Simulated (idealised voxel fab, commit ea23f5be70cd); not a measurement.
The process module presented herein is designated voxel trench capacitor.
Square cells of 5 nm make up the cross-section cut, whose width is 245 nm.
If you're reading a cross-section in this doc, picture square cells in a grid; it comes to you as bands, top ones listed first down to the bottom, and a band can be one or more rows of cells. Basically the band line says how high the top is and how high the bottom is, in nm, and then what's in it from left to right, every material with its width in nm. Empty space shows up as "air", and if a single material carries "everywhere" it runs the full band edge to edge. Height reference: 0 = level under which incoming wafer is all one material. Lowest band: no bottom, runs on downward, e.g. "from 0 down". Width "30..40": first value at the band's top row of cells, second value at its bottom row, equal change from row to row. The cross-section has no changed cell in any step marked "no alteration". The list in "Completely enclosed voids" covers empty spaces of 8 cells or more that cannot reach the top through any open way, and it gives each as width x height at distance; the distance is from the left edge, and width, height and distance are in nm. Heads up: the bit after the settings on a step's line is the simulator's remark on that step. overlay nm: mask right of planned place by this much (step with mask). Neg. = left.

### Set out below are the planned steps of the process
1. RECEIVE: material Si
2. CONFORMAL_DEP: material SiN, thk nm 5
3. PATTERN: tone open, mask id TRENCH, material resist, width nm 25, pitch nm 40, thk nm 20, overlay nm 0
4. DIRECTIONAL_ETCH: etch materials SiN, depth nm 5
5. DIRECTIONAL_ETCH: etch materials Si, depth nm 40
6. STRIP: etch materials resist
7. CONFORMAL_DEP: material Al2O3, thk nm 5
8. CONFORMAL_DEP: material TiN, thk nm 5
9. FILL_DEP: material W, thk nm 10
10. CMP: height nm 5

### As-received wafer cross-section (after step 1)
> from 0 down = Si everywhere
> Completely enclosed voids: none

### First of two wafers: cross-section at end of module, run per plan
> from 5 to 0 = 70 of SiN / 5 of Al2O3 / 5 of TiN / 5 of W / 5 of TiN / 5 of Al2O3 / 15 of SiN / 5 of Al2O3 / 5 of TiN / 5 of W / 5 of TiN / 5 of Al2O3 / 15 of SiN / 5 of Al2O3 / 5 of TiN / 5 of W / 5 of TiN / 5 of Al2O3 / 70 of SiN
> from 0 to -30 = 70 of Si / 5 of Al2O3 / 5 of TiN / 5 of W / 5 of TiN / 5 of Al2O3 / 15 of Si / 5 of Al2O3 / 5 of TiN / 5 of W / 5 of TiN / 5 of Al2O3 / 15 of Si / 5 of Al2O3 / 5 of TiN / 5 of W / 5 of TiN / 5 of Al2O3 / 70 of Si
> from -30 to -35 = 70 of Si / 5 of Al2O3 / 15 of TiN / 5 of Al2O3 / 15 of Si / 5 of Al2O3 / 15 of TiN / 5 of Al2O3 / 15 of Si / 5 of Al2O3 / 15 of TiN / 5 of Al2O3 / 70 of Si
> from -35 to -40 = 70 of Si / 25 of Al2O3 / 15 of Si / 25 of Al2O3 / 15 of Si / 25 of Al2O3 / 70 of Si
> from -40 down = Si everywhere
> Completely enclosed voids: none

### Module end: cross-section of wafer two of two. Same start and process plan as the first wafer. One mistake during execution
> from 25 to 15 = W everywhere
> from 15 to 10 = 80 of TiN / 5 of W / 35 of TiN / 5 of W / 35 of TiN / 5 of W / 80 of TiN
> from 10 to 5 = 75 of Al2O3 / 5 of TiN / 5 of W / 5 of TiN / 25 of Al2O3 / 5 of TiN / 5 of W / 5 of TiN / 25 of Al2O3 / 5 of TiN / 5 of W / 5 of TiN / 75 of Al2O3
> from 5 to 0 = 70 of SiN / 5 of Al2O3 / 5 of TiN / 5 of W / 5 of TiN / 5 of Al2O3 / 15 of SiN / 5 of Al2O3 / 5 of TiN / 5 of W / 5 of TiN / 5 of Al2O3 / 15 of SiN / 5 of Al2O3 / 5 of TiN / 5 of W / 5 of TiN / 5 of Al2O3 / 70 of SiN
> from 0 to -30 = 70 of Si / 5 of Al2O3 / 5 of TiN / 5 of W / 5 of TiN / 5 of Al2O3 / 15 of Si / 5 of Al2O3 / 5 of TiN / 5 of W / 5 of TiN / 5 of Al2O3 / 15 of Si / 5 of Al2O3 / 5 of TiN / 5 of W / 5 of TiN / 5 of Al2O3 / 70 of Si
> from -30 to -35 = 70 of Si / 5 of Al2O3 / 15 of TiN / 5 of Al2O3 / 15 of Si / 5 of Al2O3 / 15 of TiN / 5 of Al2O3 / 15 of Si / 5 of Al2O3 / 15 of TiN / 5 of Al2O3 / 70 of Si
> from -35 to -40 = 70 of Si / 25 of Al2O3 / 15 of Si / 25 of Al2O3 / 15 of Si / 25 of Al2O3 / 70 of Si
> from -40 down = Si everywhere
> Completely enclosed voids: none
Processing error: plan step 10 never ran because it was skipped
Final wafer comparison in cells, second versus first, more or fewer per material: 40 more of Al2O3; 52 more of TiN; 104 more of W
